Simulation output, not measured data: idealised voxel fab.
Documented hereafter: the process module known as voxel self aligned vias.
Xsec cut, 280 nm wide, square cell size 5 nm.
A cross-section in this document is a grid of square cells, and it is written down as bands, the top band listed before the ones below it; a band is made up of one or more rows of cells.
A band entry consists of two parts. The first gives the height of the band's top and the height of its bottom, in nm. The rest lists the band's materials from left to right, each with its width in nm. A single material labelled with the word "all across" fills the band from edge to edge, and the word "air" marks empty space.
Heights from 0 (as-received wafer is one material below). Bottom band endless downward, as "0 -> down".
Quick explanation for "30->40": the width changes in equal steps down the rows of cells, from the first number in the band's top row to the second number in its bottom row.
It should be understood that the words "nothing altered", when stated for a given step, signify that the cross-section underwent no change in any of its cells during that step.
Entry "Unvented voids" = empty spaces >= 8 cells with no open way to the top; each as width x height at distance, distance from left edge, all nm.
If you see something after the settings on a step's line, that's the simulator's own remark about that step.
"overlay nm" on a masked step: distance the mask lay right of its planned place, negative for left.

**Process steps foreseen in the plan**
1. RECEIVE, material Si
2. CONFORMAL_DEP, material SiO2, thk nm 10
3. CONFORMAL_DEP, material SiCN, thk nm 5
4. DIRECTIONAL_DEP, material lowk, thk nm 30
5. DIRECTIONAL_DEP, material aC, thk nm 15
6. PATTERN, tone open, mask id LINES, material resist, width nm 30, pitch nm 65, thk nm 35, overlay nm 0
7. DIRECTIONAL_ETCH, etch materials aC, depth nm 15
8. STRIP, etch materials resist
9. DIRECTIONAL_ETCH, etch materials lowk, depth nm 30
10. STRIP, etch materials aC
11. CONFORMAL_DEP, material TiN, thk nm 5
12. FILL_DEP, material W, thk nm 10
13. CMP, height nm 45
14. SELECTIVE_ETCH, etch materials W Ru TiN, depth nm 10
15. FILL_DEP, material SiN, thk nm 5
16. CMP, height nm 45
17. DIRECTIONAL_DEP, material lowk, thk nm 20
18. MASKED_ETCH, tone open, mask id VIAS, width nm 50, pitch nm 65, etch materials lowk, depth nm 20, overlay nm 0
19. MASKED_ETCH, tone open, mask id VIAS, width nm 50, pitch nm 65, etch materials SiN, depth nm 10, overlay nm 0
20. CONFORMAL_DEP, material TiN, thk nm 5
21. FILL_DEP, material Ru, thk nm 10
22. CMP, height nm 65
23. CONFORMAL_DEP, material SiN, thk nm 5

**Cross-section, incoming material, after step 1**
0 -> down: Si all across
Unvented voids: none

**Starting wafer: above. Plan: above. Run: one mistake. Cross-section after the module: below**
70 -> 65: SiN all across
65 -> 50: lowk 50, TiN 5, Ru 40, TiN 5, lowk 15, TiN 5, Ru 40, TiN 5, lowk 15, TiN 5, Ru 40, TiN 5, lowk 50
50 -> 45: lowk 50, TiN 50, lowk 15, TiN 50, lowk 15, TiN 50, lowk 50
45 -> 40: SiCN all across
40 -> 10: lowk all across
10 -> 0: SiO2 all across
0 -> down: Si all across
Unvented voids: none
what went wrong: ran 3 and 4 in swapped order versus the plan
